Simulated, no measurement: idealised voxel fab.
This section sets out a process module, namely voxel self aligned contacts.
Cross-section cut spans 210 nm and uses square cells 5 nm in size.
Cross-section, as written here: a square-cell grid given band by band from the top down, where a band holds one or more rows of cells. Basically the band line says how high the top is and how high the bottom is, in nm, and then what's in it from left to right, every material with its width in nm. Empty space shows up as "empty", and if a single material carries "full width" it runs the full band edge to edge. Note: height 0 marks the level under which the wafer is uniformly one material as received. Lowest band unbounded below, written "0 -> down". When a width is written as two numbers, as in "30->40", the first number is the width in the top row of cells of the band and the second is the width in its bottom row, and the width changes by the same amount from each row to the next. "nothing got changed" (step): cross-section cells unchanged, all of them. In "Fully enclosed voids" the enclosed voids are listed, meaning empty spaces of 8 cells or larger without any opening to the top. The form is width x height at distance, distance from the left edge, units nm. Read whatever lies past the settings on a step's line as the simulator's own remark about the step. The optional step-line setting "overlay nm" applies to steps with a mask and quantifies how far to the right of its planned location the mask lay, a negative value indicating leftward placement.
## The following list gives the planned process steps
1: RECEIVE, material Si
2: CONFORMAL_DEP, material SiO2, thk nm 5
3: DIRECTIONAL_DEP, material polySi, thk nm 20
4: DIRECTIONAL_DEP, material SiN, thk nm 15
5: DIRECTIONAL_DEP, material aC, thk nm 15
6: PATTERN, tone cover, mask id GATE, material resist, width nm 30, pitch nm 55, thk nm 30, overlay nm 0
7: DIRECTIONAL_ETCH, etch materials aC, depth nm 15
8: STRIP, etch materials resist
9: DIRECTIONAL_ETCH, etch materials SiN, depth nm 15
10: DIRECTIONAL_ETCH, etch materials polySi, depth nm 20
11: STRIP, etch materials aC
12: CONFORMAL_DEP, material SiN, thk nm 5
13: DIRECTIONAL_ETCH, etch materials SiN, depth nm 5
14: FILL_DEP, material SiO2, thk nm 20
15: CMP, height nm 50
16: DIRECTIONAL_DEP, material aC, thk nm 10
17: PATTERN, tone open, mask id CONTACT, material resist, width nm 35, thk nm 30, overlay nm 0
18: DIRECTIONAL_ETCH, etch materials aC, depth nm 10
19: STRIP, etch materials resist
20: DIRECTIONAL_ETCH, etch materials SiO2, depth nm 50
21: STRIP, etch materials aC
22: CONFORMAL_DEP, material TiN, thk nm 5
23: FILL_DEP, material W, thk nm 10
24: CMP, height nm 50
25: CONFORMAL_DEP, material SiN, thk nm 5
## Cross-section of the wafer as it came to us, i.e., already through step 1
* 0 -> down  Si full width
* Fully enclosed voids: none
## Post-module cross-section: identical start and plan to those above, one misstep in execution
* 55 -> 50  SiN full width
* 50 -> 45  85 SiO2 | 15 TiN | 5 W | 15 TiN | 90 SiO2
* 45 -> 35  55 SiO2 | 40 SiN | 5 TiN | 5 W | 5 TiN | 40 SiN | 60 SiO2
* 35 -> 30  55 SiO2 | 40 SiN | 15 TiN | 40 SiN | 60 SiO2
* 30 -> 25  SiN full width
* 25 -> 5  polySi full width
* 5 -> 0  SiO2 full width
* 0 -> down  Si full width
* Fully enclosed voids: none
What was done differently from what was planned? note that step 4 departed from the planned setting and was carried out as DIRECTIONAL_DEP, material SiN, thk nm 20
